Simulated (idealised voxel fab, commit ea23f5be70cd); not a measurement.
This section sets out a process module, namely voxel trench capacitor.
Shown is cross-section cut, with a width of 255 nm and square cells of size 5 nm.
Cross-section = grid of square cells, listed top down in bands; band = one or more rows.
For a band, the entry starts with two heights in nm, that of the top and then that of the bottom, and carries on with the band's materials in order from left to right, each alongside its width in nm; the word "all across" beside a single material means it fills the band edge to edge, and "blank" means empty space.
It should be noted that heights are counted from 0, beneath which the wafer as supplied is of one material throughout, and that the lowest band possesses no lower boundary but continues downward, as written in "top 0, no bottom".
It should be noted that a width expressed as "30..40" varies in equal increments from row to row of cells within the band, taking the value of the first number at the top row and that of the second number at the bottom row.
Where a step carries "remained the same", the cross-section came out of it unchanged, cell for cell.
Heads up: "Completely enclosed voids" only lists the empty pockets with no open path to the top that are 8 cells or more, and it writes them as width x height at distance, distance from the left edge, in nm.
On each step's line, the part that comes after the settings is the simulator's own comment on the step.
The "overlay nm" setting may appear on a step's line; for a step that uses a mask, it gives how far to the right of its planned position the mask lay, and a negative value indicates the left.
## Planned step list for the process
1,RECEIVE: material Si
2,CONFORMAL_DEP: material SiN, thk nm 5
3,PATTERN: tone open, mask id TRENCH, material resist, width nm 25, pitch nm 50, thk nm 20, overlay nm -15
4,DIRECTIONAL_ETCH: etch materials SiN, depth nm 5
5,DIRECTIONAL_ETCH: etch materials Si, depth nm 30
6,STRIP: etch materials resist
7,CONFORMAL_DEP: material HfO2, thk nm 5
8,CONFORMAL_DEP: material TiN, thk nm 5
9,FILL_DEP: material W, thk nm 10
10,CMP: height nm 5
The plan shows the overlay nm of step 3 as the first wafer had it; this setting differs between the wafers, which start out alike.
## Cross-sectional view of the first of several wafers in the as-received condition, corresponding to the state following step 1
top 0, no bottom = Si all across
Completely enclosed voids: none
## At the end of the module, after its last step, step 10, the first of several wafers appears in cross-section as follows
top 5, bottom 0 = 50 of SiN; 5 of HfO2; 5 of TiN; 5 of W; 5 of TiN; 5 of HfO2; 25 of SiN; 5 of HfO2; 5 of TiN; 5 of W; 5 of TiN; 5 of HfO2; 25 of SiN; 5 of HfO2; 5 of TiN; 5 of W; 5 of TiN; 5 of HfO2; 80 of SiN
top 0, bottom -20 = 50 of Si; 5 of HfO2; 5 of TiN; 5 of W; 5 of TiN; 5 of HfO2; 25 of Si; 5 of HfO2; 5 of TiN; 5 of W; 5 of TiN; 5 of HfO2; 25 of Si; 5 of HfO2; 5 of TiN; 5 of W; 5 of TiN; 5 of HfO2; 80 of Si
top -20, bottom -25 = 50 of Si; 5 of HfO2; 15 of TiN; 5 of HfO2; 25 of Si; 5 of HfO2; 15 of TiN; 5 of HfO2; 25 of Si; 5 of HfO2; 15 of TiN; 5 of HfO2; 80 of Si
top -25, bottom -30 = 50 of Si; 25 of HfO2; 25 of Si; 25 of HfO2; 25 of Si; 25 of HfO2; 80 of Si
top -30, no bottom = Si all across
Completely enclosed voids: none
## Last wafer, end of module, cross-section
top 5, bottom 0 = 80 of SiN; 5 of HfO2; 5 of TiN; 5 of W; 5 of TiN; 5 of HfO2; 25 of SiN; 5 of HfO2; 5 of TiN; 5 of W; 5 of TiN; 5 of HfO2; 25 of SiN; 5 of HfO2; 5 of TiN; 5 of W; 5 of TiN; 5 of HfO2; 50 of SiN
top 0, bottom -20 = 80 of Si; 5 of HfO2; 5 of TiN; 5 of W; 5 of TiN; 5 of HfO2; 25 of Si; 5 of HfO2; 5 of TiN; 5 of W; 5 of TiN; 5 of HfO2; 25 of Si; 5 of HfO2; 5 of TiN; 5 of W; 5 of TiN; 5 of HfO2; 50 of Si
top -20, bottom -25 = 80 of Si; 5 of HfO2; 15 of TiN; 5 of HfO2; 25 of Si; 5 of HfO2; 15 of TiN; 5 of HfO2; 25 of Si; 5 of HfO2; 15 of TiN; 5 of HfO2; 50 of Si
top -25, bottom -30 = 80 of Si; 25 of HfO2; 25 of Si; 25 of HfO2; 25 of Si; 25 of HfO2; 50 of Si
top -30, no bottom = Si all across
Completely enclosed voids: none
## Basically each wafer gets a line in the table, showing it at the end of the module: material by material, the cells it gained (+) or lost (-) since we got it, then its closed voids
overlay nm -15, +51 HfO2, -90 Si, +36 SiN, +39 TiN, +15 W, Completely enclosed voids: none
overlay nm -10, +51 HfO2, -90 Si, +36 SiN, +39 TiN, +15 W, Completely enclosed voids: none
overlay nm -5, +51 HfO2, -90 Si, +36 SiN, +39 TiN, +15 W, Completely enclosed voids: none
overlay nm 0, +51 HfO2, -90 Si, +36 SiN, +39 TiN, +15 W, Completely enclosed voids: none
overlay nm 5, +51 HfO2, -90 Si, +36 SiN, +39 TiN, +15 W, Completely enclosed voids: none
overlay nm 10, +51 HfO2, -90 Si, +36 SiN, +39 TiN, +15 W, Completely enclosed voids: none
overlay nm 15, +51 HfO2, -90 Si, +36 SiN, +39 TiN, +15 W, Completely enclosed voids: none
